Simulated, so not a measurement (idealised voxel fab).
The process module that follows is named voxel self aligned vias.
This is section cut - it's 260 nm across, gridded in 5 nm square cells.
Reading order for cross-sections: top band down to bottom band. Underlying form: a grid of square cells. Band size: one or more rows of cells. Within each band entry, the heights of the top and of the bottom of the band appear first, in that order and in nm; the materials of the band then follow from left to right, each with its corresponding width in nm. The designation "full width" on a single material indicates that it fills the band from edge to edge; the designation "empty" indicates empty space. Height datum 0, below which the as-received substrate wafer is one material. Lowest band open at the bottom, running downward: "top 0, no bottom". A two-number width, for instance "30..40", indicates that the width is equal to the first number in the top row of the band and to the second number in the bottom row, and that it changes by a constant amount per row of cells. Where a step carries "no change occurred", the cross-section came out of it unchanged, cell for cell. So "Sealed internal cavities" is basically the list of trapped voids: any empty space of 8 cells or more that can't reach the top through an opening. They're written width x height at distance, the distance being from the left edge, and it's all nm. Anything after a step's settings on that line? It's the simulator's own note about the step. overlay nm: step with mask; distance mask lay right of planned place; negative value = left of planned place.
PLANNED STEP LIST FOR THE PROCESS
- 1: RECEIVE: material Si
- 2: CONFORMAL_DEP: material SiO2, thk nm 15
- 3: CONFORMAL_DEP: material SiCN, thk nm 5
- 4: DIRECTIONAL_DEP: material SiO2, thk nm 30
- 5: PATTERN: tone open, mask id LINES, material resist, width nm 30, pitch nm 60, thk nm 20, overlay nm -15
- 6: DIRECTIONAL_ETCH: etch materials SiO2, depth nm 30
- 7: STRIP: etch materials resist
- 8: CONFORMAL_DEP: material TiN, thk nm 5
- 9: FILL_DEP: material Ru, thk nm 10
- 10: CMP: height nm 50
- 11: SELECTIVE_ETCH: etch materials W Ru TiN, depth nm 5
- 12: FILL_DEP: material SiN, thk nm 10
- 13: CMP: height nm 50
- 14: DIRECTIONAL_DEP: material SiO2, thk nm 15
- 15: MASKED_ETCH: tone open, mask id VIAS, width nm 40, pitch nm 60, etch materials SiO2, depth nm 15, overlay nm 0
- 16: MASKED_ETCH: tone open, mask id VIAS, width nm 40, pitch nm 60, etch materials SiN, depth nm 5, overlay nm 0
- 17: CONFORMAL_DEP: material TiN, thk nm 5
- 18: FILL_DEP: material W, thk nm 10
- 19: CMP: height nm 65
- 20: CONFORMAL_DEP: material SiCN, thk nm 5
Same starting wafers, different overlay nm at step 5. Plan value belongs to the first wafer.
AFTER STEP 1, AS RECEIVED: FIRST OF SEVERAL WAFERS, CROSS-SECTION
  top 0, no bottom | Si full width
  Sealed internal cavities: none
CROSS-SECTION OF THE FIRST OF SEVERAL WAFERS, TAKEN AFTER STEP 20, WHERE THE MODULE ENDS
  top 70, bottom 65 | SiCN full width
  top 65, bottom 55 | SiO2=50, then TiN=5, then W=30, then TiN=5, then SiO2=20, then TiN=5, then W=30, then TiN=5, then SiO2=20, then TiN=5, then W=30, then TiN=5, then SiO2=50
  top 55, bottom 50 | SiO2=50, then TiN=5, then W=10, then TiN=25, then SiO2=20, then TiN=5, then W=10, then TiN=25, then SiO2=20, then TiN=5, then W=10, then TiN=25, then SiO2=50
  top 50, bottom 45 | SiO2=40, then SiN=10, then TiN=20, then SiO2=30, then SiN=10, then TiN=20, then SiO2=30, then SiN=10, then TiN=20, then SiO2=70
  top 45, bottom 25 | SiO2=40, then TiN=5, then Ru=20, then TiN=5, then SiO2=30, then TiN=5, then Ru=20, then TiN=5, then SiO2=30, then TiN=5, then Ru=20, then TiN=5, then SiO2=70
  top 25, bottom 20 | SiO2=40, then TiN=30, then SiO2=30, then TiN=30, then SiO2=30, then TiN=30, then SiO2=70
  top 20, bottom 15 | SiCN full width
  top 15, bottom 0 | SiO2 full width
  top 0, no bottom | Si full width
  Sealed internal cavities: none
CROSS-SECTIONAL VIEW OF THE FINAL WAFER OF SEVERAL AT THE MODULE'S END
  top 70, bottom 65 | SiCN full width
  top 65, bottom 55 | SiO2=50, then TiN=5, then W=30, then TiN=5, then SiO2=20, then TiN=5, then W=30, then TiN=5, then SiO2=20, then TiN=5, then W=30, then TiN=5, then SiO2=50
  top 55, bottom 50 | SiO2=50, then TiN=25, then W=10, then TiN=5, then SiO2=20, then TiN=25, then W=10, then TiN=5, then SiO2=20, then TiN=25, then W=10, then TiN=5, then SiO2=50
  top 50, bottom 45 | SiO2=70, then TiN=20, then SiN=10, then SiO2=30, then TiN=20, then SiN=10, then SiO2=30, then TiN=20, then SiN=10, then SiO2=40
  top 45, bottom 25 | SiO2=70, then TiN=5, then Ru=20, then TiN=5, then SiO2=30, then TiN=5, then Ru=20, then TiN=5, then SiO2=30, then TiN=5, then Ru=20, then TiN=5, then SiO2=40
  top 25, bottom 20 | SiO2=70, then TiN=30, then SiO2=30, then TiN=30, then SiO2=30, then TiN=30, then SiO2=40
  top 20, bottom 15 | SiCN full width
  top 15, bottom 0 | SiO2 full width
  top 0, no bottom | Si full width
  Sealed internal cavities: none
GAINED (+) OR LOST (-) CELLS OF EACH MATERIAL SINCE RECEIPT, THEN CLOSED VOIDS: ONE ROW PER WAFER, AT THE END OF THE MODULE
overlay nm -15; +48 Ru; +104 SiCN; +6 SiN; +444 SiO2; +84 TiN; +42 W; Sealed internal cavities: none
overlay nm -10; +48 Ru; +104 SiCN; +3 SiN; +444 SiO2; +84 TiN; +45 W; Sealed internal cavities: none
overlay nm -5; +48 Ru; +104 SiCN; +444 SiO2; +84 TiN; +48 W; Sealed internal cavities: none
overlay nm 0; +48 Ru; +104 SiCN; +444 SiO2; +84 TiN; +48 W; Sealed internal cavities: none
overlay nm 5; +48 Ru; +104 SiCN; +444 SiO2; +84 TiN; +48 W; Sealed internal cavities: none
overlay nm 10; +48 Ru; +104 SiCN; +3 SiN; +444 SiO2; +84 TiN; +45 W; Sealed internal cavities: none
overlay nm 15; +48 Ru; +104 SiCN; +6 SiN; +444 SiO2; +84 TiN; +42 W; Sealed internal cavities: none
